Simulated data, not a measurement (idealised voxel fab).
Presented below is a process module, voxel self aligned contacts.
Each square cell in cross-section cut measures 5 nm, and the section as a whole is 280 nm wide.
Cross-section spec: square-cell grid; bands listed top down; each band is one or more rows.
Band entry format. Leading values: height of top, height of bottom, nm. Remainder: materials in left-to-right order, each with its width in nm. Special words: "throughout" on a single material, which then fills the band edge to edge; "empty", empty space.
We count height from 0. Below that, the starting wafer is all one material. The lowest band never ends at the bottom but goes on down; see "from 0 down" for how that is written.
When a width is written as two numbers, as in "30..40", the first number is the width in the top row of cells of the band and the second is the width in its bottom row, and the width changes by the same amount from each row to the next.
"remains unaltered", as given for a step, is the statement that not any cell of the cross-section underwent a change during that step.
The entry "Cavities, closed" lists the empty spaces that cover at least 8 cells and have no open path to the top. Each is written as width x height at distance, where the distance is measured from the left edge and all three values are in nm.
Whatever follows a step's settings on its line is a remark the simulator itself makes about that step.
overlay nm, on a step with a mask: how far to the right of its planned place the mask lay; to the left if negative

The following list gives the planned process steps
1) RECEIVE: material Si
2) OXIDIZE: depth nm 5
3) DIRECTIONAL_DEP: material polySi, thk nm 20
4) DIRECTIONAL_DEP: material SiN, thk nm 25
5) DIRECTIONAL_DEP: material aC, thk nm 10
6) PATTERN: tone cover, mask id GATE, material resist, width nm 30, pitch nm 75, thk nm 25, overlay nm 0
7) DIRECTIONAL_ETCH: etch materials aC, depth nm 10
8) STRIP: etch materials resist
9) DIRECTIONAL_ETCH: etch materials SiN, depth nm 25
10) DIRECTIONAL_ETCH: etch materials polySi, depth nm 20
11) STRIP: etch materials aC
12) CONFORMAL_DEP: material SiN, thk nm 10
13) DIRECTIONAL_ETCH: etch materials SiN, depth nm 10
14) FILL_DEP: material SiO2, thk nm 15
15) CMP: height nm 55
16) PATTERN: tone open, mask id CONTACT, material resist, width nm 55, thk nm 15, overlay nm 0
17) DIRECTIONAL_ETCH: etch materials SiO2, depth nm 60
18) STRIP: etch materials resist
19) CONFORMAL_DEP: material TiN, thk nm 5
20) FILL_DEP: material W, thk nm 10
21) CMP: height nm 55
22) CONFORMAL_DEP: material SiCN, thk nm 5

first wafer, as planned

The cross-section here shows the wafer as received, i.e. in its state after step 1
	from 0 down  Si throughout
	Cavities, closed: none

Cross-sectional representation of the wafer at the conclusion of step 2
	from 0 to -5  SiO2 throughout
	Whatever lies below -5 is exactly as it was before.

Cross-sectional representation of the wafer at the conclusion of step 3
	from 20 to 0  polySi throughout
	Whatever lies below 0 is exactly as it was before.

Cross-sectional representation of the wafer at the conclusion of step 4
	from 45 to 20  SiN throughout
	Whatever lies below 20 is exactly as it was before.

Cross-sectional representation of the wafer at the conclusion of step 5
	from 55 to 45  aC throughout
	Whatever lies below 45 is exactly as it was before.

Cross-sectional representation of the wafer at the conclusion of step 6
	from 80 to 55  85 nm empty / 30 nm resist / 45 nm empty / 30 nm resist / 90 nm empty
	Whatever lies below 55 is exactly as it was before.

Cross-sectional representation of the wafer at the conclusion of step 7
	from 70 to 55  85 nm empty / 30 nm resist / 45 nm empty / 30 nm resist / 90 nm empty
	from 55 to 45  85 nm empty / 30 nm aC / 45 nm empty / 30 nm aC / 90 nm empty
	Whatever lies below 45 is exactly as it was before.

Cross-sectional representation of the wafer at the conclusion of step 8
	from 55 to 45  85 nm empty / 30 nm aC / 45 nm empty / 30 nm aC / 90 nm empty
	Whatever lies below 45 is exactly as it was before.

Cross-sectional representation of the wafer at the conclusion of step 9
	from 55 to 45  85 nm empty / 30 nm aC / 45 nm empty / 30 nm aC / 90 nm empty
	from 45 to 20  85 nm empty / 30 nm SiN / 45 nm empty / 30 nm SiN / 90 nm empty
	Whatever lies below 20 is exactly as it was before.

Cross-sectional representation of the wafer at the conclusion of step 10
	from 55 to 45  85 nm empty / 30 nm aC / 45 nm empty / 30 nm aC / 90 nm empty
	from 45 to 20  85 nm empty / 30 nm SiN / 45 nm empty / 30 nm SiN / 90 nm empty
	from 20 to 0  85 nm empty / 30 nm polySi / 45 nm empty / 30 nm polySi / 90 nm empty
	Whatever lies below 0 is exactly as it was before.

Cross-sectional representation of the wafer at the conclusion of step 11
	from 45 to 20  85 nm empty / 30 nm SiN / 45 nm empty / 30 nm SiN / 90 nm empty
	Whatever lies below 20 is exactly as it was before.

Cross-sectional representation of the wafer at the conclusion of step 12
	from 55 to 20  75 nm empty / 50 nm SiN / 25 nm empty / 50 nm SiN / 80 nm empty
	from 20 to 10  75 nm empty / 10 nm SiN / 30 nm polySi / 10 nm SiN / 25 nm empty / 10 nm SiN / 30 nm polySi / 10 nm SiN / 80 nm empty
	from 10 to 0  85 nm SiN / 30 nm polySi / 45 nm SiN / 30 nm polySi / 90 nm SiN
	Whatever lies below 0 is exactly as it was before.

Cross-sectional representation of the wafer at the conclusion of step 13
	from 45 to 20  75 nm empty / 50 nm SiN / 25 nm empty / 50 nm SiN / 80 nm empty
	from 20 to 0  75 nm empty / 10 nm SiN / 30 nm polySi / 10 nm SiN / 25 nm empty / 10 nm SiN / 30 nm polySi / 10 nm SiN / 80 nm empty
	Whatever lies below 0 is exactly as it was before.

Cross-sectional representation of the wafer at the conclusion of step 14
	from 60 to 45  SiO2 throughout
	from 45 to 20  75 nm SiO2 / 50 nm SiN / 25 nm SiO2 / 50 nm SiN / 80 nm SiO2
	from 20 to 0  75 nm SiO2 / 10 nm SiN / 30 nm polySi / 10 nm SiN / 25 nm SiO2 / 10 nm SiN / 30 nm polySi / 10 nm SiN / 80 nm SiO2
	Whatever lies below 0 is exactly as it was before.

Cross-sectional representation of the wafer at the conclusion of step 15
	from 55 to 45  SiO2 throughout
	Whatever lies below 45 is exactly as it was before.

Cross-sectional representation of the wafer at the conclusion of step 16
	from 70 to 55  110 nm resist / 55 nm empty / 115 nm resist
	Whatever lies below 55 is exactly as it was before.

Cross-sectional representation of the wafer at the conclusion of step 17
	from 70 to 55  110 nm resist / 55 nm empty / 115 nm resist
	from 55 to 45  110 nm SiO2 / 55 nm empty / 115 nm SiO2
	from 45 to 20  75 nm SiO2 / 50 nm SiN / 25 nm empty / 50 nm SiN / 80 nm SiO2
	from 20 to 0  75 nm SiO2 / 10 nm SiN / 30 nm polySi / 10 nm SiN / 25 nm empty / 10 nm SiN / 30 nm polySi / 10 nm SiN / 80 nm SiO2
	from 0 to -5  125 nm SiO2 / 25 nm empty / 130 nm SiO2
	Whatever lies below -5 is exactly as it was before.

Cross-sectional representation of the wafer at the conclusion of step 18
	from 55 to 45  110 nm SiO2 / 55 nm empty / 115 nm SiO2
	Whatever lies below 45 is exactly as it was before.

Cross-sectional representation of the wafer at the conclusion of step 19
	from 60 to 55  115 nm TiN / 45 nm empty / 120 nm TiN
	from 55 to 45  110 nm SiO2 / 5..20 nm TiN / 45..15 nm empty / 5..20 nm TiN / 115 nm SiO2
	from 45 to 20  75 nm SiO2 / 50 nm SiN / 5 nm TiN / 15 nm empty / 5 nm TiN / 50 nm SiN / 80 nm SiO2
	from 20 to 0  75 nm SiO2 / 10 nm SiN / 30 nm polySi / 10 nm SiN / 5 nm TiN / 15 nm empty / 5 nm TiN / 10 nm SiN / 30 nm polySi / 10 nm SiN / 80 nm SiO2
	from 0 to -5  125 nm SiO2 / 25 nm TiN / 130 nm SiO2
	Whatever lies below -5 is exactly as it was before.

Cross-sectional representation of the wafer at the conclusion of step 20
	from 70 to 60  W throughout
	from 60 to 55  115 nm TiN / 45 nm W / 120 nm TiN
	from 55 to 45  110 nm SiO2 / 5..20 nm TiN / 45..15 nm W / 5..20 nm TiN / 115 nm SiO2
	from 45 to 20  75 nm SiO2 / 50 nm SiN / 5 nm TiN / 15 nm W / 5 nm TiN / 50 nm SiN / 80 nm SiO2
	from 20 to 0  75 nm SiO2 / 10 nm SiN / 30 nm polySi / 10 nm SiN / 5 nm TiN / 15 nm W / 5 nm TiN / 10 nm SiN / 30 nm polySi / 10 nm SiN / 80 nm SiO2
	Whatever lies below 0 is exactly as it was before.

Cross-sectional representation of the wafer at the conclusion of step 21
	from 55 to 45  110 nm SiO2 / 5..20 nm TiN / 45..15 nm W / 5..20 nm TiN / 115 nm SiO2
	Whatever lies below 45 is exactly as it was before.

Cross-sectional representation of the wafer at the conclusion of step 22
	from 60 to 55  SiCN throughout
	Whatever lies below 55 is exactly as it was before.

What follows concerns the second wafer, which started out like the first and was meant to follow the very same plan; one mistake crept in when it was run, but everything up to and including step 1 is the same as for the first wafer

Cross-sectional representation of the second wafer at the time designated in the plan for the completion of step 2: remains unaltered

Cross-sectional representation of the second wafer at the time designated in the plan for the completion of step 3
	from 20 to 0  polySi throughout
	Whatever lies below 0 is exactly as it was before.

Cross-sectional representation of the second wafer at the time designated in the plan for the completion of step 4
	from 45 to 20  SiN throughout
	Whatever lies below 20 is exactly as it was before.

Cross-sectional representation of the second wafer at the time designated in the plan for the completion of step 5
	from 55 to 45  aC throughout
	Whatever lies below 45 is exactly as it was before.

Cross-sectional representation of the second wafer at the time designated in the plan for the completion of step 6
	from 80 to 55  85 nm empty / 30 nm resist / 45 nm empty / 30 nm resist / 90 nm empty
	Whatever lies below 55 is exactly as it was before.

Cross-sectional representation of the second wafer at the time designated in the plan for the completion of step 7
	from 70 to 55  85 nm empty / 30 nm resist / 45 nm empty / 30 nm resist / 90 nm empty
	from 55 to 45  85 nm empty / 30 nm aC / 45 nm empty / 30 nm aC / 90 nm empty
	Whatever lies below 45 is exactly as it was before.

Cross-sectional representation of the second wafer at the time designated in the plan for the completion of step 8
	from 55 to 45  85 nm empty / 30 nm aC / 45 nm empty / 30 nm aC / 90 nm empty
	Whatever lies below 45 is exactly as it was before.

Cross-sectional representation of the second wafer at the time designated in the plan for the completion of step 9
	from 55 to 45  85 nm empty / 30 nm aC / 45 nm empty / 30 nm aC / 90 nm empty
	from 45 to 20  85 nm empty / 30 nm SiN / 45 nm empty / 30 nm SiN / 90 nm empty
	Whatever lies below 20 is exactly as it was before.

Cross-sectional representation of the second wafer at the time designated in the plan for the completion of step 10
	from 55 to 45  85 nm empty / 30 nm aC / 45 nm empty / 30 nm aC / 90 nm empty
	from 45 to 20  85 nm empty / 30 nm SiN / 45 nm empty / 30 nm SiN / 90 nm empty
	from 20 to 0  85 nm empty / 30 nm polySi / 45 nm empty / 30 nm polySi / 90 nm empty
	Whatever lies below 0 is exactly as it was before.

Cross-sectional representation of the second wafer at the time designated in the plan for the completion of step 11
	from 45 to 20  85 nm empty / 30 nm SiN / 45 nm empty / 30 nm SiN / 90 nm empty
	Whatever lies below 20 is exactly as it was before.

Cross-sectional representation of the second wafer at the time designated in the plan for the completion of step 12
	from 55 to 20  75 nm empty / 50 nm SiN / 25 nm empty / 50 nm SiN / 80 nm empty
	from 20 to 10  75 nm empty / 10 nm SiN / 30 nm polySi / 10 nm SiN / 25 nm empty / 10 nm SiN / 30 nm polySi / 10 nm SiN / 80 nm empty
	from 10 to 0  85 nm SiN / 30 nm polySi / 45 nm SiN / 30 nm polySi / 90 nm SiN
	Whatever lies below 0 is exactly as it was before.

Cross-sectional representation of the second wafer at the time designated in the plan for the completion of step 13
	from 45 to 20  75 nm empty / 50 nm SiN / 25 nm empty / 50 nm SiN / 80 nm empty
	from 20 to 0  75 nm empty / 10 nm SiN / 30 nm polySi / 10 nm SiN / 25 nm empty / 10 nm SiN / 30 nm polySi / 10 nm SiN / 80 nm empty
	Whatever lies below 0 is exactly as it was before.

Cross-sectional representation of the second wafer at the time designated in the plan for the completion of step 14
	from 60 to 45  SiO2 throughout
	from 45 to 20  75 nm SiO2 / 50 nm SiN / 25 nm SiO2 / 50 nm SiN / 80 nm SiO2
	from 20 to 0  75 nm SiO2 / 10 nm SiN / 30 nm polySi / 10 nm SiN / 25 nm SiO2 / 10 nm SiN / 30 nm polySi / 10 nm SiN / 80 nm SiO2
	Whatever lies below 0 is exactly as it was before.

Cross-sectional representation of the second wafer at the time designated in the plan for the completion of step 15
	from 55 to 45  SiO2 throughout
	Whatever lies below 45 is exactly as it was before.

Cross-sectional representation of the second wafer at the time designated in the plan for the completion of step 16
	from 70 to 55  110 nm resist / 55 nm empty / 115 nm resist
	Whatever lies below 55 is exactly as it was before.

Cross-sectional representation of the second wafer at the time designated in the plan for the completion of step 17
	from 70 to 55  110 nm resist / 55 nm empty / 115 nm resist
	from 55 to 45  110 nm SiO2 / 55 nm empty / 115 nm SiO2
	from 45 to 20  75 nm SiO2 / 50 nm SiN / 25 nm empty / 50 nm SiN / 80 nm SiO2
	from 20 to 0  75 nm SiO2 / 10 nm SiN / 30 nm polySi / 10 nm SiN / 25 nm empty / 10 nm SiN / 30 nm polySi / 10 nm SiN / 80 nm SiO2
	Whatever lies below 0 is exactly as it was before.

Cross-sectional representation of the second wafer at the time designated in the plan for the completion of step 18
	from 55 to 45  110 nm SiO2 / 55 nm empty / 115 nm SiO2
	Whatever lies below 45 is exactly as it was before.

Cross-sectional representation of the second wafer at the time designated in the plan for the completion of step 19
	from 60 to 55  115 nm TiN / 45 nm empty / 120 nm TiN
	from 55 to 45  110 nm SiO2 / 5..20 nm TiN / 45..15 nm empty / 5..20 nm TiN / 115 nm SiO2
	from 45 to 20  75 nm SiO2 / 50 nm SiN / 5 nm TiN / 15 nm empty / 5 nm TiN / 50 nm SiN / 80 nm SiO2
	from 20 to 5  75 nm SiO2 / 10 nm SiN / 30 nm polySi / 10 nm SiN / 5 nm TiN / 15 nm empty / 5 nm TiN / 10 nm SiN / 30 nm polySi / 10 nm SiN / 80 nm SiO2
	from 5 to 0  75 nm SiO2 / 10 nm SiN / 30 nm polySi / 10 nm SiN / 25 nm TiN / 10 nm SiN / 30 nm polySi / 10 nm SiN / 80 nm SiO2
	Whatever lies below 0 is exactly as it was before.

Cross-sectional representation of the second wafer at the time designated in the plan for the completion of step 20
	from 70 to 60  W throughout
	from 60 to 55  115 nm TiN / 45 nm W / 120 nm TiN
	from 55 to 45  110 nm SiO2 / 5..20 nm TiN / 45..15 nm W / 5..20 nm TiN / 115 nm SiO2
	from 45 to 20  75 nm SiO2 / 50 nm SiN / 5 nm TiN / 15 nm W / 5 nm TiN / 50 nm SiN / 80 nm SiO2
	from 20 to 5  75 nm SiO2 / 10 nm SiN / 30 nm polySi / 10 nm SiN / 5 nm TiN / 15 nm W / 5 nm TiN / 10 nm SiN / 30 nm polySi / 10 nm SiN / 80 nm SiO2
	Whatever lies below 5 is exactly as it was before.

Cross-sectional representation of the second wafer at the time designated in the plan for the completion of step 21
	from 55 to 45  110 nm SiO2 / 5..20 nm TiN / 45..15 nm W / 5..20 nm TiN / 115 nm SiO2
	Whatever lies below 45 is exactly as it was before.

Cross-sectional representation of the second wafer at the time designated in the plan for the completion of step 22
	from 60 to 55  SiCN throughout
	Whatever lies below 55 is exactly as it was before.
Want to know what went wrong? step 2 of the plan got skipped, so it never ran
Upon completion, the second wafer contains, in terms of cells, a greater or smaller amount of certain materials than the first wafer: 56 more of Si | 51 fewer of SiO2 | 2 fewer of TiN | 3 fewer of W
